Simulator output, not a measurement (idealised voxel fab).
A process module follows: voxel self aligned contacts.
This is section cut - it's 235 nm across, gridded in 5 nm square cells.
Cross-section = grid of square cells, listed top down in bands; band = one or more rows.
Heights first: top, then bottom, in nm. Then materials, left to right, each with a width in nm. "everywhere" on a single material: fills the band edge to edge. "air": empty space.
The reference from which all heights are counted is 0, the level beneath which the as-received wafer is entirely one material; the lowest band, having no lower bound, proceeds downward and is written after the example "0 nm and below".
With a width like "30 to 40", each row of cells in the band differs from the next by the same amount, the top row carrying the first number and the bottom row the second.
Take "changes: none" at face value: in the step it is given for, the cross-section changed in none of its cells.
Entry "Sealed-off cavities" = empty spaces >= 8 cells with no open way to the top; each as width x height at distance, distance from left edge, all nm.
Read whatever lies past the settings on a step's line as the simulator's own remark about the step.
You can add "overlay nm" to a step's line. For a step with a mask, it describes how far the mask lay to the right of its planned position, and a negative number describes a lay to the left.
**Planned step list for the process**
1. op RECEIVE | material Si
2. op CONFORMAL_DEP | material SiO2 | thk nm 5
3. op DIRECTIONAL_DEP | material polySi | thk nm 20
4. op DIRECTIONAL_DEP | material SiN | thk nm 20
5. op DIRECTIONAL_DEP | material aC | thk nm 10
6. op PATTERN | tone cover | mask id GATE | material resist | width nm 35 | pitch nm 75 | thk nm 25 | overlay nm 0
7. op DIRECTIONAL_ETCH | etch materials aC | depth nm 10
8. op STRIP | etch materials resist
9. op DIRECTIONAL_ETCH | etch materials SiN | depth nm 20
10. op DIRECTIONAL_ETCH | etch materials polySi | depth nm 20
11. op STRIP | etch materials aC
12. op CONFORMAL_DEP | material SiN | thk nm 10
13. op DIRECTIONAL_ETCH | etch materials SiN | depth nm 10
14. op FILL_DEP | material SiO2 | thk nm 20
15. op CMP | height nm 55
16. op PATTERN | tone open | mask id CONTACT | material resist | width nm 60 | pitch nm 75 | thk nm 15 | overlay nm 0
17. op DIRECTIONAL_ETCH | etch materials SiO2 | depth nm 55
18. op STRIP | etch materials resist
19. op CONFORMAL_DEP | material TiN | thk nm 5
20. op FILL_DEP | material W | thk nm 5
21. op CMP | height nm 55
22. op CONFORMAL_DEP | material SiN | thk nm 5
**Incoming wafer in cross-section (state: after step 1)**
    0 nm and below: Si everywhere
    Sealed-off cavities: none
**Module complete - cross-section of the first of two wafers, run according to plan**
    60 nm to 55 nm: SiN everywhere
    55 nm to 45 nm: 50 nm SiO2, 5 to 25 nm TiN, 50 to 10 nm W, 5 to 25 nm TiN, 15 nm SiO2, 5 to 25 nm TiN, 50 to 10 nm W, 5 to 25 nm TiN, 50 nm SiO2
    45 nm to 25 nm: 15 nm SiO2, 55 nm SiN, 5 nm TiN, 10 nm W, 5 nm TiN, 55 nm SiN, 5 nm TiN, 10 nm W, 5 nm TiN, 55 nm SiN, 15 nm SiO2
    25 nm to 5 nm: 15 nm SiO2, 10 nm SiN, 35 nm polySi, 10 nm SiN, 5 nm TiN, 10 nm W, 5 nm TiN, 10 nm SiN, 35 nm polySi, 10 nm SiN, 5 nm TiN, 10 nm W, 5 nm TiN, 10 nm SiN, 35 nm polySi, 10 nm SiN, 15 nm SiO2
    5 nm to 0 nm: 70 nm SiO2, 20 nm TiN, 55 nm SiO2, 20 nm TiN, 70 nm SiO2
    0 nm and below: Si everywhere
    Sealed-off cavities: none
**Second wafer of the two, sectioned at the end of the module. It began like the first and followed the same plan, but one mistake was made while running it**
    60 nm to 55 nm: SiN everywhere
    55 nm to 45 nm: 50 nm SiO2, 5 to 15 nm TiN, 50 to 10 nm W, 5 to 35 nm TiN, 15 nm SiO2, 5 to 15 nm TiN, 50 to 10 nm W, 5 to 35 nm TiN, 50 nm SiO2
    45 nm to 25 nm: 5 nm SiO2, 55 nm SiN, 5 nm TiN, 10 nm W, 5 nm TiN, 55 nm SiN, 5 nm TiN, 10 nm W, 5 nm TiN, 55 nm SiN, 25 nm SiO2
    25 nm to 5 nm: 5 nm SiO2, 10 nm SiN, 35 nm polySi, 10 nm SiN, 5 nm TiN, 10 nm W, 5 nm TiN, 10 nm SiN, 35 nm polySi, 10 nm SiN, 5 nm TiN, 10 nm W, 5 nm TiN, 10 nm SiN, 35 nm polySi, 10 nm SiN, 25 nm SiO2
    5 nm to 0 nm: 60 nm SiO2, 20 nm TiN, 55 nm SiO2, 20 nm TiN, 80 nm SiO2
    0 nm and below: Si everywhere
    Sealed-off cavities: none
Nonconformance to the process plan: step 6, actual vs plan mismatch, actual run op PATTERN | tone cover | mask id GATE | material resist | width nm 35 | pitch nm 75 | thk nm 25 | overlay nm -10
at the end the second wafer has, in cells: as many of each material as the first, in other places
